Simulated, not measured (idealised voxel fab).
process module | voxel trench capacitor
cross-section cut | 265 nm wide | cells 5 nm
A cross-section is a grid of square cells, given in bands from the top down. A band is one or more rows of cells.
Each band's line starts with the height of the band's top and of its bottom, in nm. Then come its materials from left to right, each with its width in nm. One material with "throughout" fills the band from edge to edge. "air" is empty space.
Height 0 is the level under which the wafer as received is all one material. The lowest band goes on downwards, as in "0 down".
A width such as "30 to 40" changes by the same amount from each row of cells to the next, from the band's top row to its bottom row.
"no change" after a step means that no cell of the cross-section changed.
closed voids: empty space of 8 cells or more with no open way to the top, each as width x height at its distance from the left edge, in nm
after a step's settings: what the simulator itself notes on the step
overlay nm, on a step with a mask: how far to the right of its planned place the mask lay; to the left if negative
plan
1 op RECEIVE | material Si
2 op CONFORMAL_DEP | material SiN | thk nm 5
3 op DIRECTIONAL_DEP | material aC | thk nm 15
4 op PATTERN | tone open | mask id TRENCH | material resist | width nm 25 | pitch nm 55 | thk nm 35 | overlay nm 0
5 op DIRECTIONAL_ETCH | etch materials aC | depth nm 15
6 op STRIP | etch materials resist
7 op DIRECTIONAL_ETCH | etch materials SiN | depth nm 5
8 op DIRECTIONAL_ETCH | etch materials Si | depth nm 40
9 op STRIP | etch materials aC
10 op CONFORMAL_DEP | material HfO2 | thk nm 5
11 op CONFORMAL_DEP | material TiN | thk nm 5
12 op FILL_DEP | material W | thk nm 5
13 op CMP | height nm 5
first wafer, as planned
as received, after step 1
  0 down: Si throughout
  closed voids: none
after step 2
  5 to 0: SiN throughout
  below 0: unchanged
after step 3
  20 to 5: aC throughout
  below 5: unchanged
after step 4
  55 to 20: resist 35 | air 25 | resist 30 | air 25 | resist 30 | air 25 | resist 30 | air 25 | resist 40
  below 20: unchanged
after step 5
  40 to 20: resist 35 | air 25 | resist 30 | air 25 | resist 30 | air 25 | resist 30 | air 25 | resist 40
  20 to 5: aC 35 | air 25 | aC 30 | air 25 | aC 30 | air 25 | aC 30 | air 25 | aC 40
  below 5: unchanged
after step 6
  20 to 5: aC 35 | air 25 | aC 30 | air 25 | aC 30 | air 25 | aC 30 | air 25 | aC 40
  below 5: unchanged
after step 7
  20 to 5: aC 35 | air 25 | aC 30 | air 25 | aC 30 | air 25 | aC 30 | air 25 | aC 40
  5 to 0: SiN 35 | air 25 | SiN 30 | air 25 | SiN 30 | air 25 | SiN 30 | air 25 | SiN 40
  below 0: unchanged
after step 8
  20 to 5: aC 35 | air 25 | aC 30 | air 25 | aC 30 | air 25 | aC 30 | air 25 | aC 40
  5 to 0: SiN 35 | air 25 | SiN 30 | air 25 | SiN 30 | air 25 | SiN 30 | air 25 | SiN 40
  0 to -40: Si 35 | air 25 | Si 30 | air 25 | Si 30 | air 25 | Si 30 | air 25 | Si 40
  below -40: unchanged
after step 9
  5 to 0: SiN 35 | air 25 | SiN 30 | air 25 | SiN 30 | air 25 | SiN 30 | air 25 | SiN 40
  below 0: unchanged
after step 10
  10 to 5: HfO2 40 | air 15 | HfO2 40 | air 15 | HfO2 40 | air 15 | HfO2 40 | air 15 | HfO2 45
  5 to 0: SiN 35 | HfO2 5 | air 15 | HfO2 5 | SiN 30 | HfO2 5 | air 15 | HfO2 5 | SiN 30 | HfO2 5 | air 15 | HfO2 5 | SiN 30 | HfO2 5 | air 15 | HfO2 5 | SiN 40
  0 to -35: Si 35 | HfO2 5 | air 15 | HfO2 5 | Si 30 | HfO2 5 | air 15 | HfO2 5 | Si 30 | HfO2 5 | air 15 | HfO2 5 | Si 30 | HfO2 5 | air 15 | HfO2 5 | Si 40
  -35 to -40: Si 35 | HfO2 25 | Si 30 | HfO2 25 | Si 30 | HfO2 25 | Si 30 | HfO2 25 | Si 40
  below -40: unchanged
after step 11
  15 to 10: TiN 45 | air 5 | TiN 50 | air 5 | TiN 50 | air 5 | TiN 50 | air 5 | TiN 50
  10 to 5: HfO2 40 | TiN 5 | air 5 | TiN 5 | HfO2 40 | TiN 5 | air 5 | TiN 5 | HfO2 40 | TiN 5 | air 5 | TiN 5 | HfO2 40 | TiN 5 | air 5 | TiN 5 | HfO2 45
  5 to 0: SiN 35 | HfO2 5 | TiN 5 | air 5 | TiN 5 | HfO2 5 | SiN 30 | HfO2 5 | TiN 5 | air 5 | TiN 5 | HfO2 5 | SiN 30 | HfO2 5 | TiN 5 | air 5 | TiN 5 | HfO2 5 | SiN 30 | HfO2 5 | TiN 5 | air 5 | TiN 5 | HfO2 5 | SiN 40
  0 to -30: Si 35 | HfO2 5 | TiN 5 | air 5 | TiN 5 | HfO2 5 | Si 30 | HfO2 5 | TiN 5 | air 5 | TiN 5 | HfO2 5 | Si 30 | HfO2 5 | TiN 5 | air 5 | TiN 5 | HfO2 5 | Si 30 | HfO2 5 | TiN 5 | air 5 | TiN 5 | HfO2 5 | Si 40
  -30 to -35: Si 35 | HfO2 5 | TiN 15 | HfO2 5 | Si 30 | HfO2 5 | TiN 15 | HfO2 5 | Si 30 | HfO2 5 | TiN 15 | HfO2 5 | Si 30 | HfO2 5 | TiN 15 | HfO2 5 | Si 40
  below -35: unchanged
after step 12
  20 to 15: W throughout
  15 to 10: TiN 45 | W 5 | TiN 50 | W 5 | TiN 50 | W 5 | TiN 50 | W 5 | TiN 50
  10 to 5: HfO2 40 | TiN 5 | W 5 | TiN 5 | HfO2 40 | TiN 5 | W 5 | TiN 5 | HfO2 40 | TiN 5 | W 5 | TiN 5 | HfO2 40 | TiN 5 | W 5 | TiN 5 | HfO2 45
  5 to 0: SiN 35 | HfO2 5 | TiN 5 | W 5 | TiN 5 | HfO2 5 | SiN 30 | HfO2 5 | TiN 5 | W 5 | TiN 5 | HfO2 5 | SiN 30 | HfO2 5 | TiN 5 | W 5 | TiN 5 | HfO2 5 | SiN 30 | HfO2 5 | TiN 5 | W 5 | TiN 5 | HfO2 5 | SiN 40
  0 to -30: Si 35 | HfO2 5 | TiN 5 | W 5 | TiN 5 | HfO2 5 | Si 30 | HfO2 5 | TiN 5 | W 5 | TiN 5 | HfO2 5 | Si 30 | HfO2 5 | TiN 5 | W 5 | TiN 5 | HfO2 5 | Si 30 | HfO2 5 | TiN 5 | W 5 | TiN 5 | HfO2 5 | Si 40
  below -30: unchanged
after step 13
  5 to 0: SiN 35 | HfO2 5 | TiN 5 | W 5 | TiN 5 | HfO2 5 | SiN 30 | HfO2 5 | TiN 5 | W 5 | TiN 5 | HfO2 5 | SiN 30 | HfO2 5 | TiN 5 | W 5 | TiN 5 | HfO2 5 | SiN 30 | HfO2 5 | TiN 5 | W 5 | TiN 5 | HfO2 5 | SiN 40
  below 0: unchanged
second wafer: like start, like plan, one mistake. Through step 12 it matches the first wafer
when step 13 should have ended: no change
what went wrong: step 13 was left out
at the end the second wafer has, in cells: 41 more of HfO2 | 57 more of TiN | 61 more of W
